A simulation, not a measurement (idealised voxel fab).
The name of this process module is voxel capacitor over wiring.
Section shown: cut. Width: 295 nm. Cell size: 5 nm, square.
Heads up, the way a cross-section reads in here is a grid of square cells, handed over as bands from the top down, with every band being one or more rows of cells.
Top height, bottom height, nm. Materials left to right, width each, nm. Single material + "edge to edge" = fills band edge to edge. "empty" = empty.
Heights are measured from 0, the level below which the as-received wafer is all one material; the lowest band has no bottom and continues downward, written as in "0 down".
It should be noted that a width expressed as "30..40" varies in equal increments from row to row of cells within the band, taking the value of the first number at the top row and that of the second number at the bottom row.
The cross-section has no changed cell in any step marked "same as before".
"Closed internal voids" - sealed voids, min. 8 cells, no opening to top; format: width x height at distance (distance from left edge; nm throughout).
It should be noted that, on the line of a given step, the content following the step's settings is a remark produced by the simulator itself with respect to that step.
Each step line may optionally specify "overlay nm", which for a step with a mask gives the rightward distance between the mask's planned place and where it lay, a negative value indicating the leftward direction.

## The planned process steps are enumerated hereunder
1: RECEIVE [material Si]
2: CONFORMAL_DEP [material SiO2] [thk nm 15]
3: DIRECTIONAL_DEP [material TiN] [thk nm 5]
4: DIRECTIONAL_DEP [material W] [thk nm 25]
5: MASKED_ETCH [tone cover] [mask id METAL_1] [width nm 25] [pitch nm 90] [etch materials W] [depth nm 25] [overlay nm 0]
6: MASKED_ETCH [tone cover] [mask id METAL_1] [width nm 25] [pitch nm 90] [etch materials TiN] [depth nm 5] [overlay nm 0]
7: FILL_DEP [material SiO2] [thk nm 5]
8: CMP [height nm 45]
9: CONFORMAL_DEP [material SiCN] [thk nm 5]
10: DIRECTIONAL_DEP [material SiO2] [thk nm 10]
11: PATTERN [tone open] [mask id PLUG_1] [material resist] [width nm 15] [thk nm 15] [overlay nm 0]
12: DIRECTIONAL_ETCH [etch materials SiO2] [depth nm 10]
13: DIRECTIONAL_ETCH [etch materials SiCN] [depth nm 5]
14: STRIP [etch materials resist]
15: EPI [material Ru] [thk nm 10]
16: EPI [material Ru] [thk nm 5]
17: DIRECTIONAL_DEP [material TiN] [thk nm 5]
18: DIRECTIONAL_DEP [material Al2O3] [thk nm 5]
19: DIRECTIONAL_DEP [material TiN] [thk nm 10]
20: PATTERN [tone cover] [mask id UPPER_PLATE] [material resist] [width nm 60] [thk nm 15] [overlay nm 0]
21: DIRECTIONAL_ETCH [etch materials TiN] [depth nm 10]
22: DIRECTIONAL_ETCH [etch materials Al2O3] [depth nm 5]
23: STRIP [etch materials resist]
24: MASKED_ETCH [tone cover] [mask id LOWER_PLATE] [width nm 80] [etch materials TiN] [depth nm 5] [overlay nm 0]
25: FILL_DEP [material SiO2] [thk nm 20]
26: CMP [height nm 95]
27: PATTERN [tone open] [mask id PLUG_2] [material resist] [width nm 15] [thk nm 15] [overlay nm 0]
28: DIRECTIONAL_ETCH [etch materials SiO2] [depth nm 15]
29: STRIP [etch materials resist]
30: CONFORMAL_DEP [material TiN] [thk nm 5]
31: FILL_DEP [material Cu] [thk nm 10]
32: CMP [height nm 95]
33: CONFORMAL_DEP [material SiCN] [thk nm 5]
Same starting wafers, different width nm at step 20. Plan value belongs to the first wafer.

## Cross-section: the first of several wafers in its as-received state, i.e. following step 1
    0 down  Si edge to edge
    Closed internal voids: none

## End of module: cross-section of the first of several wafers after step 33, the last step
    100 to 95  SiCN edge to edge
    95 to 85  110 SiO2  5 TiN  5 Cu  5 TiN  170 SiO2
    85 to 80  110 SiO2  15 TiN  170 SiO2
    80 to 70  105 SiO2  60 TiN  130 SiO2
    70 to 65  105 SiO2  60 Al2O3  130 SiO2
    65 to 60  95 SiO2  80 TiN  120 SiO2
    60 to 50  100 SiO2  15 Ru  180 SiO2
    50 to 45  100 SiCN  15 Ru  180 SiCN
    45 to 20  90 SiO2  25 W  65 SiO2  25 W  90 SiO2
    20 to 15  90 SiO2  25 TiN  65 SiO2  25 TiN  90 SiO2
    15 to 0  SiO2 edge to edge
    0 down  Si edge to edge
    Closed internal voids: none

## Last wafer x-sec, end of module
    100 to 95  SiCN edge to edge
    95 to 85  110 SiO2  5 TiN  5 Cu  5 TiN  170 SiO2
    85 to 75  110..95 SiO2  15..80 TiN  170..120 SiO2
    75 to 70  95 SiO2  85 TiN  115 SiO2
    70 to 65  95 SiO2  85 Al2O3  115 SiO2
    65 to 60  95 SiO2  85 TiN  115 SiO2
    60 to 50  100 SiO2  15 Ru  180 SiO2
    50 to 45  100 SiCN  15 Ru  180 SiCN
    45 to 20  90 SiO2  25 W  65 SiO2  25 W  90 SiO2
    20 to 15  90 SiO2  25 TiN  65 SiO2  25 TiN  90 SiO2
    15 to 0  SiO2 edge to edge
    0 down  Si edge to edge
    Closed internal voids: none

## Below, a row for every wafer. Read it as the end-of-module picture: for each material the wafer shows its cells gained (+) or lost (-) since it was received, and then its closed voids
width nm 60, +12 Al2O3, +2 Cu, +9 Ru, +115 SiCN, +935 SiO2, +57 TiN, +50 W, Closed internal voids: none
width nm 65, +13 Al2O3, +2 Cu, +9 Ru, +115 SiCN, +932 SiO2, +59 TiN, +50 W, Closed internal voids: none
width nm 70, +14 Al2O3, +2 Cu, +9 Ru, +115 SiCN, +929 SiO2, +61 TiN, +50 W, Closed internal voids: none
width nm 75, +15 Al2O3, +2 Cu, +9 Ru, +115 SiCN, +926 SiO2, +63 TiN, +50 W, Closed internal voids: none
width nm 80, +16 Al2O3, +2 Cu, +9 Ru, +115 SiCN, +923 SiO2, +65 TiN, +50 W, Closed internal voids: none
width nm 85, +17 Al2O3, +2 Cu, +9 Ru, +115 SiCN, +920 SiO2, +67 TiN, +50 W, Closed internal voids: none
